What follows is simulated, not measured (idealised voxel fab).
Process module in this document: voxel transistor to metal
It is cross-section cut that appears here, measuring 190 nm in width, its square cells being 5 nm in size.
Cross-section = grid of square cells, listed top down in bands; band = one or more rows.
Basically the band line says how high the top is and how high the bottom is, in nm, and then what's in it from left to right, every material with its width in nm. Empty space shows up as "blank", and if a single material carries "full width" it runs the full band edge to edge.
Measure heights from 0. That's the level where, below it, the as-received wafer is all one material. The lowest band is bottomless and extends downward; write it as in "0 -> down".
It should be noted that a width expressed as "30->40" varies in equal increments from row to row of cells within the band, taking the value of the first number at the top row and that of the second number at the bottom row.
Step note "nothing was modified" = no cross-section cell changed.
Heads up: "Closed voids list" only lists the empty pockets with no open path to the top that are 8 cells or more, and it writes them as width x height at distance, distance from the left edge, in nm.
Read whatever lies past the settings on a step's line as the simulator's own remark about the step.
The line of a step may include "overlay nm". On a step with a mask, this value is how far to the right of its planned place the mask lay. A negative value means the mask lay to the left.
-- So here's the lineup of process steps we planned
| 1 | RECEIVE (material Si) |
| 2 | CONFORMAL_DEP (material SiO2; thk nm 5) |
| 3 | CONFORMAL_DEP (material SiN; thk nm 15) |
| 4 | MASKED_ETCH (tone cover; mask id ACTIVE; width nm 115; etch materials SiN; depth nm 15; overlay nm 0) |
| 5 | MASKED_ETCH (tone cover; mask id ACTIVE; width nm 115; etch materials SiO2; depth nm 5; overlay nm 0) |
| 6 | MASKED_ETCH (tone cover; mask id ACTIVE; width nm 115; etch materials Si; depth nm 20; overlay nm 0) |
| 7 | FILL_DEP (material SiO2; thk nm 5) |
| 8 | CMP (height nm 20) |
| 9 | SELECTIVE_ETCH (etch materials SiO2; depth nm 10) |
| 10 | STRIP (etch materials SiN) |
| 11 | SELECTIVE_ETCH (etch materials SiO2; depth nm 5) |
| 12 | OXIDIZE (depth nm 5) |
| 13 | DIRECTIONAL_DEP (material polySi; thk nm 30) |
| 14 | DIRECTIONAL_DEP (material SiCN; thk nm 15) |
| 15 | DIRECTIONAL_DEP (material aC; thk nm 10) |
| 16 | PATTERN (tone cover; mask id GATE; material resist; width nm 25; thk nm 25; overlay nm -15) |
| 17 | DIRECTIONAL_ETCH (etch materials aC; depth nm 10) |
| 18 | STRIP (etch materials resist) |
| 19 | DIRECTIONAL_ETCH (etch materials SiCN; depth nm 25) |
| 20 | DIRECTIONAL_ETCH (etch materials polySi; depth nm 40) |
| 21 | STRIP (etch materials aC) |
| 22 | CONFORMAL_DEP (material SiN; thk nm 5) |
| 23 | DIRECTIONAL_ETCH (etch materials SiN; depth nm 5) |
| 24 | DIRECTIONAL_ETCH (etch materials SiO2; depth nm 5) |
| 25 | DIRECTIONAL_ETCH (etch materials Si; depth nm 5) |
| 26 | EPI (material nSi; thk nm 5) |
| 27 | FILL_DEP (material SiO2; thk nm 5) |
| 28 | CMP (height nm 30) |
| 29 | STRIP (etch materials polySi) |
| 30 | SELECTIVE_ETCH (etch materials SiO2; depth nm 5) |
| 31 | CONFORMAL_DEP (material HfO2; thk nm 5) |
| 32 | CONFORMAL_DEP (material TiN; thk nm 5) |
| 33 | FILL_DEP (material W; thk nm 5) |
| 34 | CMP (height nm 25) |
| 35 | DIRECTIONAL_DEP (material SiO2; thk nm 10) |
| 36 | DIRECTIONAL_DEP (material aC; thk nm 15) |
| 37 | PATTERN (tone open; mask id CONTACT; material resist; width nm 20; pitch nm 85; thk nm 35; overlay nm 0) |
| 38 | DIRECTIONAL_ETCH (etch materials aC; depth nm 15) |
| 39 | STRIP (etch materials resist) |
| 40 | DIRECTIONAL_ETCH (etch materials SiO2; depth nm 40) |
| 41 | STRIP (etch materials aC) |
| 42 | CONFORMAL_DEP (material TiN; thk nm 5) |
| 43 | FILL_DEP (material W; thk nm 5) |
| 44 | CMP (height nm 35) |
| 45 | DIRECTIONAL_DEP (material TiN; thk nm 5) |
| 46 | DIRECTIONAL_DEP (material Ru; thk nm 25) |
| 47 | PATTERN (tone cover; mask id METAL_1; material resist; width nm 20; pitch nm 85; thk nm 20; overlay nm 0) |
| 48 | DIRECTIONAL_ETCH (etch materials Ru; depth nm 25) |
| 49 | DIRECTIONAL_ETCH (etch materials TiN; depth nm 5) |
| 50 | STRIP (etch materials resist) |
| 51 | FILL_DEP (material lowk; thk nm 5) |
| 52 | CMP (height nm 65) |
| 53 | CONFORMAL_DEP (material SiCN; thk nm 5) |
| 54 | DIRECTIONAL_DEP (material SiO2; thk nm 30) |
| 55 | DIRECTIONAL_DEP (material aC; thk nm 15) |
| 56 | PATTERN (tone open; mask id METAL_2; material resist; width nm 20; pitch nm 85; thk nm 30; overlay nm 0) |
| 57 | DIRECTIONAL_ETCH (etch materials aC; depth nm 15) |
| 58 | STRIP (etch materials resist) |
| 59 | DIRECTIONAL_ETCH (etch materials SiO2; depth nm 15) |
| 60 | STRIP (etch materials aC) |
| 61 | DIRECTIONAL_DEP (material aC; thk nm 15) |
| 62 | PATTERN (tone open; mask id METAL_2_HOLES; material resist; width nm 15; pitch nm 85; thk nm 35; overlay nm 0) |
| 63 | DIRECTIONAL_ETCH (etch materials aC; depth nm 15) |
| 64 | STRIP (etch materials resist) |
| 65 | DIRECTIONAL_ETCH (etch materials SiO2; depth nm 15) |
| 66 | DIRECTIONAL_ETCH (etch materials SiCN; depth nm 5) |
| 67 | STRIP (etch materials aC) |
| 68 | CONFORMAL_DEP (material TiN; thk nm 5) |
| 69 | FILL_DEP (material Cu; thk nm 5) |
| 70 | CMP (height nm 100) |
| 71 | CONFORMAL_DEP (material SiCN; thk nm 5) |
varied across the wafers: overlay nm of step 16. The plan shows the first wafer's value. All wafers start alike
-- Here's the first of the wafers in cross-section, just as we got it, i.e. after step 1
	0 -> down | Si full width
	Closed voids list: none
-- Cross-section of the first of several wafers once the module has run through its last step, step 71
	105 -> 100 | SiCN full width
	100 -> 90 | 40 of SiO2  5 of TiN  10 of Cu  5 of TiN  65 of SiO2  5 of TiN  10 of Cu  5 of TiN  45 of SiO2
	90 -> 85 | 40 of SiO2  5 of TiN  5 of Cu  10 of TiN  65 of SiO2  5 of TiN  5 of Cu  10 of TiN  45 of SiO2
	85 -> 70 | 40 of SiO2  5 of TiN  5 of Cu  5 of TiN  70 of SiO2  5 of TiN  5 of Cu  5 of TiN  50 of SiO2
	70 -> 65 | 40 of SiCN  15 of TiN  70 of SiCN  15 of TiN  50 of SiCN
	65 -> 40 | 40 of lowk  20 of Ru  65 of lowk  20 of Ru  45 of lowk
	40 -> 35 | 40 of lowk  20 of TiN  65 of lowk  20 of TiN  45 of lowk
	35 -> 25 | 40 of SiO2  5 of TiN  10 of W  5 of TiN  65 of SiO2  5 of TiN  10 of W  5 of TiN  45 of SiO2
	25 -> 5 | 40 of SiO2  5 of TiN  10 of W  5 of TiN  5 of SiN  5 of HfO2  5 of TiN  5 of W  5 of TiN  5 of HfO2  5 of SiN  30 of SiO2  5 of TiN  10 of W  5 of TiN  45 of SiO2
	5 -> 0 | 30 of SiO2  5 of SiN  5 of SiO2  5 of TiN  5 of W  10 of TiN  5 of SiN  5 of HfO2  15 of TiN  5 of HfO2  5 of SiN  30 of SiO2  5 of TiN  10 of W  5 of TiN  5 of SiO2  5 of SiN  35 of SiO2
	0 -> -5 | 40 of SiO2  15 of TiN  5 of nSi  35 of HfO2  5 of nSi  25 of SiO2  20 of TiN  45 of SiO2
	-5 -> -10 | 35 of SiO2  25 of nSi  35 of Si  55 of nSi  40 of SiO2
	-10 -> -20 | 35 of SiO2  115 of Si  40 of SiO2
	-20 -> down | Si full width
	Closed voids list: none
-- End of module, last wafer sectioned
	105 -> 100 | SiCN full width
	100 -> 90 | 40 of SiO2  5 of TiN  10 of Cu  5 of TiN  65 of SiO2  5 of TiN  10 of Cu  5 of TiN  45 of SiO2
	90 -> 85 | 40 of SiO2  5 of TiN  5 of Cu  10 of TiN  65 of SiO2  5 of TiN  5 of Cu  10 of TiN  45 of SiO2
	85 -> 70 | 40 of SiO2  5 of TiN  5 of Cu  5 of TiN  70 of SiO2  5 of TiN  5 of Cu  5 of TiN  50 of SiO2
	70 -> 65 | 40 of SiCN  15 of TiN  70 of SiCN  15 of TiN  50 of SiCN
	65 -> 40 | 40 of lowk  20 of Ru  65 of lowk  20 of Ru  45 of lowk
	40 -> 35 | 40 of lowk  20 of TiN  65 of lowk  20 of TiN  45 of lowk
	35 -> 25 | 40 of SiO2  5 of TiN  10 of W  5 of TiN  65 of SiO2  5 of TiN  10 of W  5 of TiN  45 of SiO2
	25 -> 5 | 40 of SiO2  5 of TiN  10 of W  5 of TiN  30 of SiO2  5 of SiN  5 of HfO2  5 of TiN  5 of W  5 of TiN  5 of HfO2  5 of SiN  5 of TiN  10 of W  5 of TiN  45 of SiO2
	5 -> 0 | 30 of SiO2  5 of SiN  5 of SiO2  5 of TiN  10 of W  5 of TiN  30 of SiO2  5 of SiN  5 of HfO2  15 of TiN  5 of HfO2  5 of SiN  10 of TiN  5 of W  5 of TiN  5 of SiO2  5 of SiN  35 of SiO2
	0 -> -5 | 40 of SiO2  20 of TiN  25 of SiO2  5 of nSi  35 of HfO2  5 of nSi  15 of TiN  45 of SiO2
	-5 -> -10 | 35 of SiO2  55 of nSi  35 of Si  25 of nSi  40 of SiO2
	-10 -> -20 | 35 of SiO2  115 of Si  40 of SiO2
	-20 -> down | Si full width
	Closed voids list: none
-- Quick key for the table: a row per wafer, taken at the end of the module. For each material it tells you how many cells the wafer gained (+) or lost (-) since it came in, and the closed voids come after
overlay nm -15; +16 Cu; +17 HfO2; +40 Ru; -99 Si; +70 SiCN; +12 SiN; +426 SiO2; +87 TiN; +31 W; +180 lowk; +18 nSi; Closed voids list: none
overlay nm -10; +16 Cu; +17 HfO2; +40 Ru; -99 Si; +70 SiCN; +12 SiN; +425 SiO2; +87 TiN; +32 W; +180 lowk; +18 nSi; Closed voids list: none
overlay nm -5; +16 Cu; +17 HfO2; +40 Ru; -99 Si; +70 SiCN; +12 SiN; +425 SiO2; +87 TiN; +32 W; +180 lowk; +18 nSi; Closed voids list: none
overlay nm 0; +16 Cu; +17 HfO2; +40 Ru; -99 Si; +70 SiCN; +12 SiN; +425 SiO2; +87 TiN; +32 W; +180 lowk; +18 nSi; Closed voids list: none
overlay nm 5; +16 Cu; +17 HfO2; +40 Ru; -99 Si; +70 SiCN; +12 SiN; +425 SiO2; +87 TiN; +32 W; +180 lowk; +18 nSi; Closed voids list: none
overlay nm 10; +16 Cu; +17 HfO2; +40 Ru; -99 Si; +70 SiCN; +12 SiN; +425 SiO2; +87 TiN; +32 W; +180 lowk; +18 nSi; Closed voids list: none
overlay nm 15; +16 Cu; +17 HfO2; +40 Ru; -99 Si; +70 SiCN; +12 SiN; +426 SiO2; +87 TiN; +31 W; +180 lowk; +18 nSi; Closed voids list: none
